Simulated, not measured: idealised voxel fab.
process module | voxel capacitor over wiring
cross-section cut | 195 nm wide | cells 5 nm
A cross-section is a grid of square cells, given in bands from the top down. A band is one or more rows of cells.
Each band's line starts with the height of the band's top and of its bottom, in nm. Then come its materials from left to right, each with its width in nm. One material with "throughout" fills the band from edge to edge. "air" is empty space.
Height 0 is the level under which the wafer as received is all one material. The lowest band goes on downwards, as in "0 down".
A width such as "30 to 40" changes by the same amount from each row of cells to the next, from the band's top row to its bottom row.
"no change" after a step means that no cell of the cross-section changed.
closed voids: empty space of 8 cells or more with no open way to the top, each as width x height at its distance from the left edge, in nm
after a step's settings: what the simulator itself notes on the step
overlay nm, on a step with a mask: how far to the right of its planned place the mask lay; to the left if negative
plan
1 op RECEIVE | material Si
2 op CONFORMAL_DEP | material SiO2 | thk nm 15
3 op CONFORMAL_DEP | material SiN | thk nm 5
4 op DIRECTIONAL_DEP | material lowk | thk nm 15
5 op DIRECTIONAL_DEP | material aC | thk nm 15
6 op PATTERN | tone open | mask id METAL_1 | material resist | width nm 30 | pitch nm 80 | thk nm 30 | overlay nm 0
7 op DIRECTIONAL_ETCH | etch materials aC | depth nm 15
8 op STRIP | etch materials resist
9 op DIRECTIONAL_ETCH | etch materials lowk | depth nm 15
10 op DIRECTIONAL_ETCH | etch materials SiN | depth nm 5
11 op STRIP | etch materials aC
12 op CONFORMAL_DEP | material TiN | thk nm 5
13 op FILL_DEP | material Ru | thk nm 10
14 op CMP | height nm 35
15 op CONFORMAL_DEP | material SiCN | thk nm 5
16 op DIRECTIONAL_DEP | material SiO2 | thk nm 15
17 op MASKED_ETCH | tone open | mask id PLUG_1 | width nm 15 | etch materials SiO2 | depth nm 15 | overlay nm 0
18 op MASKED_ETCH | tone open | mask id PLUG_1 | width nm 15 | etch materials SiCN | depth nm 5 | overlay nm 0
19 op EPI | material Ru | thk nm 10
20 op EPI | material Ru | thk nm 10
21 op DIRECTIONAL_DEP | material TiN | thk nm 5
22 op DIRECTIONAL_DEP | material HfO2 | thk nm 5
23 op DIRECTIONAL_DEP | material TiN | thk nm 5
24 op MASKED_ETCH | tone cover | mask id UPPER_PLATE | width nm 55 | etch materials TiN | depth nm 5 | overlay nm 0
25 op MASKED_ETCH | tone cover | mask id UPPER_PLATE | width nm 55 | etch materials HfO2 | depth nm 5 | overlay nm 0
26 op MASKED_ETCH | tone cover | mask id LOWER_PLATE | width nm 65 | etch materials TiN | depth nm 5 | overlay nm 0
27 op FILL_DEP | material SiO2 | thk nm 20
28 op CMP | height nm 85
29 op PATTERN | tone open | mask id PLUG_2 | material resist | width nm 15 | thk nm 15 | overlay nm 0
30 op DIRECTIONAL_ETCH | etch materials SiO2 | depth nm 15
31 op STRIP | etch materials resist
32 op CONFORMAL_DEP | material TiN | thk nm 5
33 op FILL_DEP | material W | thk nm 5
34 op CMP | height nm 85
35 op CONFORMAL_DEP | material SiCN | thk nm 5
as received, after step 1
  0 down: Si throughout
  closed voids: none
first wafer at the end, as planned
  90 to 85: SiCN throughout
  85 to 75: SiO2 65 | TiN 5 | W 5 | TiN 5 | SiO2 115
  75 to 65: SiO2 65 to 55 | TiN 15 to 55 | SiO2 115 to 85
  65 to 60: SiO2 55 | HfO2 55 | SiO2 85
  60 to 55: SiO2 50 | TiN 65 | SiO2 80
  55 to 40: SiO2 55 | Ru 15 | SiO2 125
  40 to 35: SiCN 55 | Ru 15 | SiCN 125
  35 to 20: lowk 40 | TiN 5 | Ru 20 | TiN 5 | lowk 50 | TiN 5 | Ru 20 | TiN 5 | lowk 45
  20 to 15: SiN 40 | TiN 30 | SiN 50 | TiN 30 | SiN 45
  15 to 0: SiO2 throughout
  0 down: Si throughout
  closed voids: none
second wafer at the end: like start, like plan, one mistake
  90 to 85: SiCN throughout
  85 to 75: SiO2 65 to 55 | TiN 15 to 55 | SiO2 115 to 85
  75 to 70: SiO2 55 | HfO2 55 | SiO2 85
  70 to 60: Ru throughout
  60 to 55: TiN 55 | Ru 15 | TiN 125
  55 to 50: SiO2 55 | Ru 15 | SiO2 125
  50 to 45: SiO2 55 | TiN 15 | SiO2 125
  45 to 40: SiO2 55 | Ru 15 | SiO2 125
  40 to 35: SiCN 55 | Ru 15 | SiCN 125
  35 to 20: lowk 40 | TiN 5 | Ru 20 | TiN 5 | lowk 50 | TiN 5 | Ru 20 | TiN 5 | lowk 45
  20 to 15: SiN 40 | TiN 30 | SiN 50 | TiN 30 | SiN 45
  15 to 0: SiO2 throughout
  0 down: Si throughout
  closed voids: none
what went wrong: steps 20 and 21 were swapped
at the end the second wafer has, in cells: 78 more of Ru | 98 fewer of SiO2 | 22 more of TiN | 2 fewer of W
